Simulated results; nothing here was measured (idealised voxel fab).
Process module in this document: voxel trench capacitor
For reference, the cross-section in this document is cut, with width 275 nm and square cells of 5 nm.
Cross-section, as written here: a square-cell grid given band by band from the top down, where a band holds one or more rows of cells.
Top height, bottom height, nm. Materials left to right, width each, nm. Single material + "edge to edge" = fills band edge to edge. "blank" = empty.
Below 0: as-received wafer, all one material; heights counted from there. Lowest band: no bottom, goes on down, written "top 0, no bottom".
Per-row width for "30->40": begins at first number (top row of band), ends at second number (bottom row), increment between rows held constant.
You'll sometimes find "remained unchanged" written for a step, and that's the way of saying that nowhere in the cross-section did a cell change during that step.
If an empty space has no open way to the top and is at least 8 cells in size, "Completely enclosed voids" lists it, written width x height at distance, where distance is measured from the left edge and every value is in nm.
Where a step's line continues beyond its settings, the continuation is a remark by the simulator itself on that step.
Among the settings permitted on a step's line is "overlay nm"; applied to a step with a mask, it specifies the extent to which the mask lay to the right of its planned position, whereas a negative figure signifies a position to the left.
-- Set out below are the planned steps of the process
1. RECEIVE,material Si
2. CONFORMAL_DEP,material SiN,thk nm 5
3. PATTERN,tone open,mask id TRENCH,material resist,width nm 30,pitch nm 50,thk nm 15,overlay nm 0
4. DIRECTIONAL_ETCH,etch materials SiN,depth nm 5
5. DIRECTIONAL_ETCH,etch materials Si,depth nm 25
6. STRIP,etch materials resist
7. CONFORMAL_DEP,material HfO2,thk nm 5
8. CONFORMAL_DEP,material TiN,thk nm 5
9. FILL_DEP,material W,thk nm 10
10. CMP,height nm 5
-- First wafer out of two, processed as planned
-- Cross-section of the wafer as it came to us, i.e., already through step 1
- top 0, no bottom = Si edge to edge
- Completely enclosed voids: none
-- How the wafer stands in section after step 2
- top 5, bottom 0 = SiN edge to edge
- Below 0 it's all the same as before, nothing changed down there.
-- How the wafer stands in section after step 3
- top 20, bottom 5 = 95 of resist | 30 of blank | 20 of resist | 30 of blank | 100 of resist
- Below 5 it's all the same as before, nothing changed down there.
-- How the wafer stands in section after step 4
- top 20, bottom 5 = 95 of resist | 30 of blank | 20 of resist | 30 of blank | 100 of resist
- top 5, bottom 0 = 95 of SiN | 30 of blank | 20 of SiN | 30 of blank | 100 of SiN
- Below 0 it's all the same as before, nothing changed down there.
-- How the wafer stands in section after step 5
- top 20, bottom 5 = 95 of resist | 30 of blank | 20 of resist | 30 of blank | 100 of resist
- top 5, bottom 0 = 95 of SiN | 30 of blank | 20 of SiN | 30 of blank | 100 of SiN
- top 0, bottom -25 = 95 of Si | 30 of blank | 20 of Si | 30 of blank | 100 of Si
- Below -25 it's all the same as before, nothing changed down there.
-- How the wafer stands in section after step 6
- top 5, bottom 0 = 95 of SiN | 30 of blank | 20 of SiN | 30 of blank | 100 of SiN
- Below 0 it's all the same as before, nothing changed down there.
-- How the wafer stands in section after step 7
- top 10, bottom 5 = 100 of HfO2 | 20 of blank | 30 of HfO2 | 20 of blank | 105 of HfO2
- top 5, bottom 0 = 95 of SiN | 5 of HfO2 | 20 of blank | 5 of HfO2 | 20 of SiN | 5 of HfO2 | 20 of blank | 5 of HfO2 | 100 of SiN
- top 0, bottom -20 = 95 of Si | 5 of HfO2 | 20 of blank | 5 of HfO2 | 20 of Si | 5 of HfO2 | 20 of blank | 5 of HfO2 | 100 of Si
- top -20, bottom -25 = 95 of Si | 30 of HfO2 | 20 of Si | 30 of HfO2 | 100 of Si
- Below -25 it's all the same as before, nothing changed down there.
-- How the wafer stands in section after step 8
- top 15, bottom 10 = 105 of TiN | 10 of blank | 40 of TiN | 10 of blank | 110 of TiN
- top 10, bottom 5 = 100 of HfO2 | 5 of TiN | 10 of blank | 5 of TiN | 30 of HfO2 | 5 of TiN | 10 of blank | 5 of TiN | 105 of HfO2
- top 5, bottom 0 = 95 of SiN | 5 of HfO2 | 5 of TiN | 10 of blank | 5 of TiN | 5 of HfO2 | 20 of SiN | 5 of HfO2 | 5 of TiN | 10 of blank | 5 of TiN | 5 of HfO2 | 100 of SiN
- top 0, bottom -15 = 95 of Si | 5 of HfO2 | 5 of TiN | 10 of blank | 5 of TiN | 5 of HfO2 | 20 of Si | 5 of HfO2 | 5 of TiN | 10 of blank | 5 of TiN | 5 of HfO2 | 100 of Si
- top -15, bottom -20 = 95 of Si | 5 of HfO2 | 20 of TiN | 5 of HfO2 | 20 of Si | 5 of HfO2 | 20 of TiN | 5 of HfO2 | 100 of Si
- Below -20 it's all the same as before, nothing changed down there.
-- How the wafer stands in section after step 9
- top 25, bottom 15 = W edge to edge
- top 15, bottom 10 = 105 of TiN | 10 of W | 40 of TiN | 10 of W | 110 of TiN
- top 10, bottom 5 = 100 of HfO2 | 5 of TiN | 10 of W | 5 of TiN | 30 of HfO2 | 5 of TiN | 10 of W | 5 of TiN | 105 of HfO2
- top 5, bottom 0 = 95 of SiN | 5 of HfO2 | 5 of TiN | 10 of W | 5 of TiN | 5 of HfO2 | 20 of SiN | 5 of HfO2 | 5 of TiN | 10 of W | 5 of TiN | 5 of HfO2 | 100 of SiN
- top 0, bottom -15 = 95 of Si | 5 of HfO2 | 5 of TiN | 10 of W | 5 of TiN | 5 of HfO2 | 20 of Si | 5 of HfO2 | 5 of TiN | 10 of W | 5 of TiN | 5 of HfO2 | 100 of Si
- Below -15 it's all the same as before, nothing changed down there.
-- How the wafer stands in section after step 10
- top 5, bottom 0 = 95 of SiN | 5 of HfO2 | 5 of TiN | 10 of W | 5 of TiN | 5 of HfO2 | 20 of SiN | 5 of HfO2 | 5 of TiN | 10 of W | 5 of TiN | 5 of HfO2 | 100 of SiN
- Below 0 it's all the same as before, nothing changed down there.
-- Second wafer: same start and same plan as the first, one execution error; identical to the first through step 1
-- Planned end of step 2: second wafer, cross-section
- top 5, bottom 0 = HfO2 edge to edge
- Below 0 it's all the same as before, nothing changed down there.
-- Planned end of step 3: second wafer, cross-section
- top 20, bottom 5 = 95 of resist | 30 of blank | 20 of resist | 30 of blank | 100 of resist
- Below 5 it's all the same as before, nothing changed down there.
Planned end of step 4: second wafer, cross-section: remained unchanged
Planned end of step 5: second wafer, cross-section: remained unchanged
-- Planned end of step 6: second wafer, cross-section
- top 5, bottom 0 = HfO2 edge to edge
- Below 0 it's all the same as before, nothing changed down there.
-- Planned end of step 7: second wafer, cross-section
- top 10, bottom 0 = HfO2 edge to edge
- Below 0 it's all the same as before, nothing changed down there.
-- Planned end of step 8: second wafer, cross-section
- top 15, bottom 10 = TiN edge to edge
- Below 10 it's all the same as before, nothing changed down there.
-- Planned end of step 9: second wafer, cross-section
- top 25, bottom 15 = W edge to edge
- Below 15 it's all the same as before, nothing changed down there.
-- Planned end of step 10: second wafer, cross-section
- top 5, bottom 0 = HfO2 edge to edge
- Below 0 it's all the same as before, nothing changed down there.
What was done differently from what was planned? step 2 did not use the planned setting and instead ran as CONFORMAL_DEP,material HfO2,thk nm 5
Counted in cells at the end, the second wafer holds more or fewer of these materials than the first: 23 more of HfO2, 60 more of Si, 43 fewer of SiN, 24 fewer of TiN, 16 fewer of W
